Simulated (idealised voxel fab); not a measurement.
This is a process module. Its name is voxel self aligned vias.
It is cross-section cut that appears here, measuring 280 nm in width, its square cells being 5 nm in size.
A cross-section is written here as square cells arranged in a grid, and it is given in bands from the top down, each band taking up one or more rows of cells. Heights first: top, then bottom, in nm. Then materials, left to right, each with a width in nm. "full width" on a single material: fills the band edge to edge. "empty": empty space. Zero point of the height axis is 0; under it, received wafer = one material. Lowest band: continues down indefinitely, "0 nm and below". Top row gets the first number, bottom row gets the second, and each row in between changes by the same step: that is how a band width like "30->40" works. What does "nothing altered" mean for a step? It means no cell of the cross-section changed in that step. "Encapsulated voids" enumerates empty spaces isolated from the top, with no open way to it, that contain at least 8 cells, giving each as width x height at distance from the left edge, all three in nm. after a step's settings: what the simulator itself notes on the step. You can add "overlay nm" to a step's line. For a step with a mask, it describes how far the mask lay to the right of its planned position, and a negative number describes a lay to the left.

Process steps foreseen in the plan:
1,RECEIVE,material Si
2,CONFORMAL_DEP,material SiO2,thk nm 15
3,CONFORMAL_DEP,material SiCN,thk nm 5
4,DIRECTIONAL_DEP,material SiO2,thk nm 25
5,DIRECTIONAL_DEP,material aC,thk nm 10
6,PATTERN,tone open,mask id LINES,material resist,width nm 30,pitch nm 60,thk nm 25,overlay nm 0
7,DIRECTIONAL_ETCH,etch materials aC,depth nm 10
8,STRIP,etch materials resist
9,DIRECTIONAL_ETCH,etch materials SiO2,depth nm 25
10,STRIP,etch materials aC
11,CONFORMAL_DEP,material TiN,thk nm 5
12,FILL_DEP,material Ru,thk nm 10
13,CMP,height nm 45
14,SELECTIVE_ETCH,etch materials W Ru TiN,depth nm 5
15,FILL_DEP,material SiN,thk nm 10
16,CMP,height nm 45
17,DIRECTIONAL_DEP,material SiO2,thk nm 20
18,DIRECTIONAL_DEP,material aC,thk nm 15
19,PATTERN,tone open,mask id VIAS,material resist,width nm 40,pitch nm 120,thk nm 35,overlay nm 0
20,DIRECTIONAL_ETCH,etch materials aC,depth nm 15
21,STRIP,etch materials resist
22,DIRECTIONAL_ETCH,etch materials SiO2,depth nm 20
23,DIRECTIONAL_ETCH,etch materials SiN,depth nm 5
24,STRIP,etch materials aC
25,CONFORMAL_DEP,material TiN,thk nm 5
26,FILL_DEP,material Ru,thk nm 5
27,CMP,height nm 65
28,CONFORMAL_DEP,material SiCN,thk nm 5

Wafer at receipt (post step 1), cross-section:
0 nm and below = Si full width
Encapsulated voids: none

Cross-sectional result after module completion. Note: starting condition and plan are unchanged from above; one processing mistake was made:
70 nm to 65 nm = SiCN full width
65 nm to 50 nm = SiO2=65, then TiN=5, then Ru=30, then TiN=5, then SiO2=80, then TiN=5, then Ru=30, then TiN=5, then SiO2=55
50 nm to 45 nm = SiO2=65, then TiN=5, then Ru=20, then TiN=15, then SiO2=80, then TiN=5, then Ru=20, then TiN=15, then SiO2=55
45 nm to 40 nm = SiO2=65, then TiN=30, then SiO2=30, then SiN=30, then SiO2=30, then TiN=30, then SiO2=65
40 nm to 25 nm = SiO2=65, then TiN=5, then Ru=20, then TiN=5, then SiO2=30, then TiN=5, then Ru=20, then TiN=5, then SiO2=30, then TiN=5, then Ru=20, then TiN=5, then SiO2=65
25 nm to 20 nm = SiO2=65, then TiN=30, then SiO2=30, then TiN=30, then SiO2=30, then TiN=30, then SiO2=65
20 nm to 15 nm = SiCN full width
15 nm to 0 nm = SiO2 full width
0 nm and below = Si full width
Encapsulated voids: none
The mistake made against the process plan was this: step 19 did not use the planned setting and instead ran as PATTERN,tone open,mask id VIAS,material resist,width nm 40,pitch nm 120,thk nm 35,overlay nm 5
